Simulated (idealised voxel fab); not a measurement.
Proc. module: voxel gate over fins
Cross-section cut: width 140 nm, square cells of 5 nm.
Cross-section, as written here: a square-cell grid given band by band from the top down, where a band holds one or more rows of cells.
Basically the band line says how high the top is and how high the bottom is, in nm, and then what's in it from left to right, every material with its width in nm. Empty space shows up as "air", and if a single material carries "everywhere" it runs the full band edge to edge.
Height reference: 0 = level under which incoming wafer is all one material. Lowest band: no bottom, runs on downward, e.g. "0 down".
A width such as "30..40" changes by the same amount from each row of cells to the next, from the band's top row to its bottom row.
What does "no change" mean for a step? It means no cell of the cross-section changed in that step.
"Closed internal voids": sealed empty spaces, 8 cells or more, no open way to top, listed width x height at distance, with distance from the left edge and width, height and distance in nm.
The remark found on a step's line after its settings is issued by the simulator itself and pertains to that step.
"overlay nm" on a masked step: distance the mask lay right of its planned place, negative for left.

Process steps (planned):
- 1: RECEIVE, material Si
- 2: CONFORMAL_DEP, material SiN, thk nm 5
- 3: PATTERN, tone cover, mask id FINS, material resist, width nm 15, pitch nm 40, thk nm 20, overlay nm -15
- 4: DIRECTIONAL_ETCH, etch materials SiN, depth nm 5
- 5: DIRECTIONAL_ETCH, etch materials Si, depth nm 40
- 6: STRIP, etch materials resist
- 7: FILL_DEP, material SiO2, thk nm 10
- 8: CMP, height nm 5
- 9: SELECTIVE_ETCH, etch materials SiO2, depth nm 20
- 10: STRIP, etch materials SiN
- 11: CONFORMAL_DEP, material HfO2, thk nm 5
- 12: CONFORMAL_DEP, material TiN, thk nm 5
- 13: CONFORMAL_DEP, material TiAl, thk nm 5
- 14: CONFORMAL_DEP, material TiN, thk nm 5
- 15: FILL_DEP, material W, thk nm 10
- 16: CMP, height nm 25
- 17: CONFORMAL_DEP, material SiCN, thk nm 5
It is noted that the wafers described herein are identical at the outset and are distinguished by the overlay nm of step 3; the value stated in the plan corresponds to the first wafer.

Sectional view: first of several wafers, as received, after step 1:
* 0 down | Si everywhere
* Closed internal voids: none

Cross-section after step 17, the final step of the module, for the first of several wafers:
* 30 to 25 | SiCN everywhere
* 25 to 20 | W everywhere
* 20 to 15 | 5 W | 95 TiN | 40 W
* 15 to 10 | 5 W | 5 TiN | 85 TiAl | 5 TiN | 40 W
* 10 to 5 | 5 W | 5 TiN | 5 TiAl | 35 TiN | 5 TiAl | 35 TiN | 5 TiAl | 5 TiN | 40 W
* 5 to 0 | 10 TiN | 5 TiAl | 5 TiN | 25 HfO2 | 5 TiN | 5 TiAl | 5 TiN | 25 HfO2 | 5 TiN | 5 TiAl | 45 TiN
* 0 to -5 | 15 TiAl | 5 TiN | 5 HfO2 | 15 Si | 5 HfO2 | 5 TiN | 5 TiAl | 5 TiN | 5 HfO2 | 15 Si | 5 HfO2 | 5 TiN | 50 TiAl
* -5 to -10 | 20 TiN | 5 HfO2 | 15 Si | 5 HfO2 | 15 TiN | 5 HfO2 | 15 Si | 5 HfO2 | 55 TiN
* -10 to -15 | 25 HfO2 | 15 Si | 25 HfO2 | 15 Si | 60 HfO2
* -15 to -40 | 25 SiO2 | 15 Si | 25 SiO2 | 15 Si | 60 SiO2
* -40 down | Si everywhere
* Closed internal voids: none

Showing the last wafer in cross-section at the end of the module:
* 30 to 25 | SiCN everywhere
* 25 to 20 | W everywhere
* 20 to 15 | 35 W | 95 TiN | 10 W
* 15 to 10 | 35 W | 5 TiN | 85 TiAl | 5 TiN | 10 W
* 10 to 5 | 35 W | 5 TiN | 5 TiAl | 35 TiN | 5 TiAl | 35 TiN | 5 TiAl | 5 TiN | 10 W
* 5 to 0 | 40 TiN | 5 TiAl | 5 TiN | 25 HfO2 | 5 TiN | 5 TiAl | 5 TiN | 25 HfO2 | 5 TiN | 5 TiAl | 15 TiN
* 0 to -5 | 45 TiAl | 5 TiN | 5 HfO2 | 15 Si | 5 HfO2 | 5 TiN | 5 TiAl | 5 TiN | 5 HfO2 | 15 Si | 5 HfO2 | 5 TiN | 20 TiAl
* -5 to -10 | 50 TiN | 5 HfO2 | 15 Si | 5 HfO2 | 15 TiN | 5 HfO2 | 15 Si | 5 HfO2 | 25 TiN
* -10 to -15 | 55 HfO2 | 15 Si | 25 HfO2 | 15 Si | 30 HfO2
* -15 to -40 | 55 SiO2 | 15 Si | 25 SiO2 | 15 Si | 30 SiO2
* -40 down | Si everywhere
* Closed internal voids: none

So in this table every wafer gets its own row, and what you see is where it stands at the end of the module: for each material, how many cells it picked up (+) or gave up (-) since we received it, and after that its closed voids:
overlay nm -15 | +40 HfO2 | -176 Si | +28 SiCN | +110 SiO2 | +37 TiAl | +74 TiN | +55 W | Closed internal voids: none
overlay nm -10 | +40 HfO2 | -176 Si | +28 SiCN | +110 SiO2 | +37 TiAl | +74 TiN | +55 W | Closed internal voids: none
overlay nm -5 | +40 HfO2 | -176 Si | +28 SiCN | +110 SiO2 | +37 TiAl | +74 TiN | +55 W | Closed internal voids: none
overlay nm 0 | +40 HfO2 | -176 Si | +28 SiCN | +110 SiO2 | +37 TiAl | +74 TiN | +55 W | Closed internal voids: none
overlay nm 5 | +40 HfO2 | -176 Si | +28 SiCN | +110 SiO2 | +37 TiAl | +74 TiN | +55 W | Closed internal voids: none
overlay nm 10 | +40 HfO2 | -176 Si | +28 SiCN | +110 SiO2 | +37 TiAl | +74 TiN | +55 W | Closed internal voids: none
overlay nm 15 | +40 HfO2 | -176 Si | +28 SiCN | +110 SiO2 | +37 TiAl | +74 TiN | +55 W | Closed internal voids: none
